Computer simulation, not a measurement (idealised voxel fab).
Process module, titled voxel transistor to metal
Each square cell in cross-section cut measures 5 nm, and the section as a whole is 285 nm wide.
If you're reading a cross-section in this doc, picture square cells in a grid; it comes to you as bands, top ones listed first down to the bottom, and a band can be one or more rows of cells.
Top, bottom (nm), then materials left to right with widths (nm); lone material tagged "all across" fills the whole band edge to edge; "empty" = empty space.
The reference from which all heights are counted is 0, the level beneath which the as-received wafer is entirely one material; the lowest band, having no lower bound, proceeds downward and is written after the example "0 -> down".
The notation "30 to 40" denotes a width that varies across the rows of cells in the band, beginning at the first number in the top row, finishing at the second number in the bottom row, and changing by an identical amount from each row to the next.
"same as before" -> step changed no cross-section cell.
Enclosed voids (no open way to top), threshold 8 cells or more, entry "Unvented cavities", notation width x height at distance, distance from left edge, nm.
Heads up: the bit after the settings on a step's line is the simulator's remark on that step.
"overlay nm" on a masked step: distance the mask lay right of its planned place, negative for left.

Set out below are the planned steps of the process:
1 RECEIVE [material Si]
2 OXIDIZE [depth nm 5]
3 CONFORMAL_DEP [material SiN] [thk nm 15]
4 DIRECTIONAL_DEP [material aC] [thk nm 15]
5 PATTERN [tone cover] [mask id ACTIVE] [material resist] [width nm 100] [pitch nm 120] [thk nm 35] [overlay nm 0]
6 DIRECTIONAL_ETCH [etch materials aC] [depth nm 15]
7 STRIP [etch materials resist]
8 DIRECTIONAL_ETCH [etch materials SiN] [depth nm 15]
9 DIRECTIONAL_ETCH [etch materials SiO2] [depth nm 5]
10 DIRECTIONAL_ETCH [etch materials Si] [depth nm 30]
11 STRIP [etch materials aC]
12 OXIDIZE [depth nm 5]
13 FILL_DEP [material SiO2] [thk nm 15]
14 CMP [height nm 15]
15 SELECTIVE_ETCH [etch materials SiO2] [depth nm 10]
16 STRIP [etch materials SiN]
17 SELECTIVE_ETCH [etch materials SiO2] [depth nm 5]
18 OXIDIZE [depth nm 5]
19 DIRECTIONAL_DEP [material polySi] [thk nm 30]
20 DIRECTIONAL_DEP [material SiCN] [thk nm 10]
21 MASKED_ETCH [tone cover] [mask id GATE] [width nm 30] [pitch nm 120] [etch materials SiCN] [depth nm 20] [overlay nm 0]
22 MASKED_ETCH [tone cover] [mask id GATE] [width nm 30] [pitch nm 120] [etch materials polySi] [depth nm 40] [overlay nm 0]
23 CONFORMAL_DEP [material SiO2] [thk nm 5]
24 DIRECTIONAL_ETCH [etch materials SiO2] [depth nm 5]
25 CONFORMAL_DEP [material SiN] [thk nm 5]
26 DIRECTIONAL_ETCH [etch materials SiN] [depth nm 5]
27 DIRECTIONAL_ETCH [etch materials SiO2] [depth nm 5]
28 DIRECTIONAL_ETCH [etch materials Si] [depth nm 5]
29 EPI [material SiGe] [thk nm 5]
30 FILL_DEP [material SiO2] [thk nm 10]
31 CMP [height nm 25]
32 STRIP [etch materials polySi]
33 SELECTIVE_ETCH [etch materials SiO2] [depth nm 5]
34 CONFORMAL_DEP [material HfO2] [thk nm 5]
35 CONFORMAL_DEP [material TiN] [thk nm 5]
36 FILL_DEP [material W] [thk nm 10]
37 CMP [height nm 20]
38 DIRECTIONAL_DEP [material SiO2] [thk nm 15]
39 PATTERN [tone open] [mask id CONTACT] [material resist] [width nm 15] [thk nm 15] [overlay nm 0]
40 DIRECTIONAL_ETCH [etch materials SiO2] [depth nm 45]
41 STRIP [etch materials resist]
42 CONFORMAL_DEP [material TiN] [thk nm 5]
43 FILL_DEP [material W] [thk nm 5]
44 CMP [height nm 35]
45 DIRECTIONAL_DEP [material TiN] [thk nm 5]
46 DIRECTIONAL_DEP [material Ru] [thk nm 25]
47 MASKED_ETCH [tone cover] [mask id METAL_1] [width nm 15] [etch materials Ru] [depth nm 25] [overlay nm 0]
48 MASKED_ETCH [tone cover] [mask id METAL_1] [width nm 15] [etch materials TiN] [depth nm 5] [overlay nm 0]
49 FILL_DEP [material SiO2] [thk nm 5]
50 CMP [height nm 65]
51 CONFORMAL_DEP [material SiN] [thk nm 5]

Step 1 complete: cross-section of the wafer as received:
	0 -> down: Si all across
	Unvented cavities: none

First of two wafers at the end of the module, shown in cross-section; run carried out as planned:
	70 -> 65: SiN all across
	65 -> 40: SiO2: 35, then Ru: 15, then SiO2: 60, then Ru: 15, then SiO2: 30, then Ru: 15, then SiO2: 60, then Ru: 15, then SiO2: 40
	40 -> 35: SiO2: 35, then TiN: 15, then SiO2: 60, then TiN: 15, then SiO2: 30, then TiN: 15, then SiO2: 60, then TiN: 15, then SiO2: 40
	35 -> 20: SiO2: 35, then TiN: 5, then W: 5, then TiN: 5, then SiO2: 60, then TiN: 5, then W: 5, then TiN: 5, then SiO2: 30, then TiN: 5, then W: 5, then TiN: 5, then SiO2: 60, then TiN: 5, then W: 5, then TiN: 5, then SiO2: 40
	20 -> 0: SiO2: 35, then TiN: 5, then W: 5, then TiN: 5, then SiO2: 5, then SiN: 5, then HfO2: 5, then TiN: 5, then W: 20, then TiN: 5, then HfO2: 5, then SiN: 5, then SiO2: 5, then TiN: 5, then W: 5, then TiN: 5, then SiO2: 30, then TiN: 5, then W: 5, then TiN: 5, then SiO2: 5, then SiN: 5, then HfO2: 5, then TiN: 5, then W: 20, then TiN: 5, then HfO2: 5, then SiN: 5, then SiO2: 5, then TiN: 5, then W: 5, then TiN: 5, then SiO2: 40
	0 -> -5: SiO2: 30, then SiN: 5, then TiN: 5, then W: 5, then TiN: 5, then SiO2: 5, then SiN: 5, then HfO2: 5, then TiN: 30, then HfO2: 5, then SiN: 5, then SiO2: 5, then TiN: 5, then W: 5, then TiN: 5, then SiN: 5, then SiO2: 20, then SiN: 5, then TiN: 5, then W: 5, then TiN: 5, then SiO2: 5, then SiN: 5, then HfO2: 5, then TiN: 30, then HfO2: 5, then SiN: 5, then SiO2: 5, then TiN: 5, then W: 5, then TiN: 5, then SiN: 5, then SiO2: 35
	-5 -> -10: SiO2: 35, then TiN: 15, then SiGe: 5, then SiO2: 5, then HfO2: 40, then SiO2: 5, then SiGe: 5, then TiN: 15, then SiO2: 30, then TiN: 15, then SiGe: 5, then SiO2: 5, then HfO2: 40, then SiO2: 5, then SiGe: 5, then TiN: 15, then SiO2: 40
	-10 -> -15: SiO2: 35, then SiGe: 20, then Si: 50, then SiGe: 20, then SiO2: 30, then SiGe: 20, then Si: 50, then SiGe: 20, then SiO2: 40
	-15 -> -40: SiO2: 35, then Si: 90, then SiO2: 30, then Si: 90, then SiO2: 40
	-40 -> down: Si all across
	Unvented cavities: none

Wafer two cross-section, module end. Start and plan unchanged from wafer one; one mistake made during the run:
	70 -> 65: SiN all across
	65 -> 40: SiO2: 35, then Ru: 15, then SiO2: 60, then Ru: 15, then SiO2: 30, then Ru: 15, then SiO2: 60, then Ru: 15, then SiO2: 40
	40 -> 35: SiCN all across
	35 -> 20: SiO2: 35, then TiN: 5, then W: 5, then TiN: 5, then SiO2: 60, then TiN: 5, then W: 5, then TiN: 5, then SiO2: 30, then TiN: 5, then W: 5, then TiN: 5, then SiO2: 60, then TiN: 5, then W: 5, then TiN: 5, then SiO2: 40
	20 -> 0: SiO2: 35, then TiN: 5, then W: 5, then TiN: 5, then SiO2: 5, then SiN: 5, then HfO2: 5, then TiN: 5, then W: 20, then TiN: 5, then HfO2: 5, then SiN: 5, then SiO2: 5, then TiN: 5, then W: 5, then TiN: 5, then SiO2: 30, then TiN: 5, then W: 5, then TiN: 5, then SiO2: 5, then SiN: 5, then HfO2: 5, then TiN: 5, then W: 20, then TiN: 5, then HfO2: 5, then SiN: 5, then SiO2: 5, then TiN: 5, then W: 5, then TiN: 5, then SiO2: 40
	0 -> -5: SiO2: 30, then SiN: 5, then TiN: 5, then W: 5, then TiN: 5, then SiO2: 5, then SiN: 5, then HfO2: 5, then TiN: 30, then HfO2: 5, then SiN: 5, then SiO2: 5, then TiN: 5, then W: 5, then TiN: 5, then SiN: 5, then SiO2: 20, then SiN: 5, then TiN: 5, then W: 5, then TiN: 5, then SiO2: 5, then SiN: 5, then HfO2: 5, then TiN: 30, then HfO2: 5, then SiN: 5, then SiO2: 5, then TiN: 5, then W: 5, then TiN: 5, then SiN: 5, then SiO2: 35
	-5 -> -10: SiO2: 35, then TiN: 15, then SiGe: 5, then SiO2: 5, then HfO2: 40, then SiO2: 5, then SiGe: 5, then TiN: 15, then SiO2: 30, then TiN: 15, then SiGe: 5, then SiO2: 5, then HfO2: 40, then SiO2: 5, then SiGe: 5, then TiN: 15, then SiO2: 40
	-10 -> -15: SiO2: 35, then SiGe: 20, then Si: 50, then SiGe: 20, then SiO2: 30, then SiGe: 20, then Si: 50, then SiGe: 20, then SiO2: 40
	-15 -> -40: SiO2: 35, then Si: 90, then SiO2: 30, then Si: 90, then SiO2: 40
	-40 -> down: Si all across
	Unvented cavities: none
The mistake made against the process plan was this: rather than as planned, step 45 actually ran as DIRECTIONAL_DEP [material SiCN] [thk nm 5]
End check, counted in cells, second wafer has more or fewer of these materials than the first: SiCN +57 | SiO2 -45 | TiN -12
